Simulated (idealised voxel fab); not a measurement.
Process module in this document: voxel ribs on slabs
Displayed cross-section: cut, width of 295 nm, square cells sized 5 nm.
A cross-section is a grid of square cells, given in bands from the top down. A band is one or more rows of cells.
This entry defines a band. It first specifies the height of the band's top and the height of its bottom in nm, and then specifies the band's materials from left to right, stating each material with its width in nm. The word "full width" identifies a single material that fills the band from edge to edge, while the word "empty" identifies empty space.
It should be noted that heights are counted from 0, beneath which the wafer as supplied is of one material throughout, and that the lowest band possesses no lower boundary but continues downward, as written in "0..down".
With a width like "30->40", each row of cells in the band differs from the next by the same amount, the top row carrying the first number and the bottom row the second.
The cross-section has no changed cell in any step marked "no change occurred".
"Completely sealed voids" - sealed voids, min. 8 cells, no opening to top; format: width x height at distance (distance from left edge; nm throughout).
Formally, on a step line, whatever follows the settings is a remark that the simulator itself makes on the step.
"overlay nm" on a masked step: distance the mask lay right of its planned place, negative for left.
## The process steps that were planned are listed below
1 RECEIVE: material Si
2 DIRECTIONAL_DEP: material SiO2, thk nm 25
3 DIRECTIONAL_DEP: material polySi, thk nm 15
4 PATTERN: tone cover, mask id RIB, material resist, width nm 30, thk nm 15, overlay nm 0
5 DIRECTIONAL_ETCH: etch materials polySi, depth nm 5
6 STRIP: etch materials resist
7 MASKED_ETCH: tone cover, mask id SLAB, width nm 60, etch materials polySi, depth nm 10, overlay nm 0
8 FILL_DEP: material SiO2, thk nm 20
9 CMP: height nm 55
10 DIRECTIONAL_DEP: material TiN, thk nm 5
11 MASKED_ETCH: tone cover, mask id HEATER, width nm 40, etch materials TiN, depth nm 5, overlay nm 0
12 CONFORMAL_DEP: material SiN, thk nm 5
## as received, after step 1
> 0..down | Si full width
> Completely sealed voids: none
## First of two wafers, end-of-module section, run followed plan
> 65..60 | empty: 120, then SiN: 50, then empty: 125
> 60..55 | SiN: 125, then TiN: 40, then SiN: 130
> 55..40 | SiO2 full width
> 40..35 | SiO2: 130, then polySi: 30, then SiO2: 135
> 35..25 | SiO2: 115, then polySi: 60, then SiO2: 120
> 25..0 | SiO2 full width
> 0..down | Si full width
> Completely sealed voids: none
## So this is wafer number two of the two, cut at the end of the module - it started where the first did and had the same plan, we just got one thing wrong running it
> 65..60 | empty: 120, then SiN: 50, then empty: 125
> 60..55 | SiN: 125, then TiN: 40, then SiN: 130
> 55..25 | polySi full width
> 25..0 | SiO2 full width
> 0..down | Si full width
> Completely sealed voids: none
Nonconformance to the process plan: step 8 was not run as planned; what actually ran was FILL_DEP: material polySi, thk nm 20
End of process, cell counts, second wafer against first, materials with more or fewer: -324 SiO2 | +324 polySi
